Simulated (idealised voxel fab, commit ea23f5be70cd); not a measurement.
process module | voxel self aligned contacts
cross-section cut | 185 nm wide | cells 5 nm
A cross-section is a grid of square cells, given in bands from the top down. A band is one or more rows of cells.
Each band's line starts with the height of the band's top and of its bottom, in nm. Then come its materials from left to right, each with its width in nm. One material with "throughout" fills the band from edge to edge. "air" is empty space.
Height 0 is the level under which the wafer as received is all one material. The lowest band goes on downwards, as in "0 down".
A width such as "30 to 40" changes by the same amount from each row of cells to the next, from the band's top row to its bottom row.
"no change" after a step means that no cell of the cross-section changed.
closed voids: empty space of 8 cells or more with no open way to the top, each as width x height at its distance from the left edge, in nm
after a step's settings: what the simulator itself notes on the step
overlay nm, on a step with a mask: how far to the right of its planned place the mask lay; to the left if negative
plan
1 op RECEIVE | material Si
2 op CONFORMAL_DEP | material SiO2 | thk nm 5
3 op DIRECTIONAL_DEP | material polySi | thk nm 20
4 op DIRECTIONAL_DEP | material SiN | thk nm 15
5 op DIRECTIONAL_DEP | material aC | thk nm 10
6 op PATTERN | tone cover | mask id GATE | material resist | width nm 30 | pitch nm 65 | thk nm 30 | overlay nm 0
7 op DIRECTIONAL_ETCH | etch materials aC | depth nm 10
8 op STRIP | etch materials resist
9 op DIRECTIONAL_ETCH | etch materials SiN | depth nm 15
10 op DIRECTIONAL_ETCH | etch materials polySi | depth nm 20
11 op STRIP | etch materials aC
12 op CONFORMAL_DEP | material SiN | thk nm 5
13 op DIRECTIONAL_ETCH | etch materials SiN | depth nm 5
14 op FILL_DEP | material SiO2 | thk nm 15
15 op CMP | height nm 45
16 op DIRECTIONAL_DEP | material aC | thk nm 15
17 op PATTERN | tone open | mask id CONTACT | material resist | width nm 45 | thk nm 30 | overlay nm 0
18 op DIRECTIONAL_ETCH | etch materials aC | depth nm 15
19 op STRIP | etch materials resist
20 op DIRECTIONAL_ETCH | etch materials SiO2 | depth nm 45
21 op STRIP | etch materials aC
22 op CONFORMAL_DEP | material TiN | thk nm 5
23 op FILL_DEP | material W | thk nm 10
24 op CMP | height nm 45
25 op CONFORMAL_DEP | material SiCN | thk nm 5
as received, after step 1
  0 down: Si throughout
  closed voids: none
first wafer at the end, as planned
  50 to 45: SiCN throughout
  45 to 40: SiO2 70 | TiN 15 | W 15 | TiN 15 | SiO2 70
  40 to 25: SiO2 40 | SiN 40 | TiN 5 | W 15 | TiN 5 | SiN 40 | SiO2 40
  25 to 5: SiO2 40 | SiN 5 | polySi 30 | SiN 5 | TiN 5 | W 15 | TiN 5 | SiN 5 | polySi 30 | SiN 5 | SiO2 40
  5 to 0: SiO2 80 | TiN 25 | SiO2 80
  0 down: Si throughout
  closed voids: none
second wafer at the end: like start, like plan, one mistake
  50 to 45: SiCN throughout
  45 to 40: W throughout
  40 to 35: TiN 85 | W 15 | TiN 85
  35 to 25: SiO2 40 | SiN 40 | TiN 5 | W 15 | TiN 5 | SiN 40 | SiO2 40
  25 to 5: SiO2 40 | SiN 5 | polySi 30 | SiN 5 | TiN 5 | W 15 | TiN 5 | SiN 5 | polySi 30 | SiN 5 | SiO2 40
  5 to 0: SiO2 80 | TiN 25 | SiO2 80
  0 down: Si throughout
  closed voids: none
what went wrong: step 15 ran as: op CMP | height nm 35
at the end the second wafer has, in cells: 16 fewer of SiN | 44 fewer of SiO2 | 26 more of TiN | 34 more of W
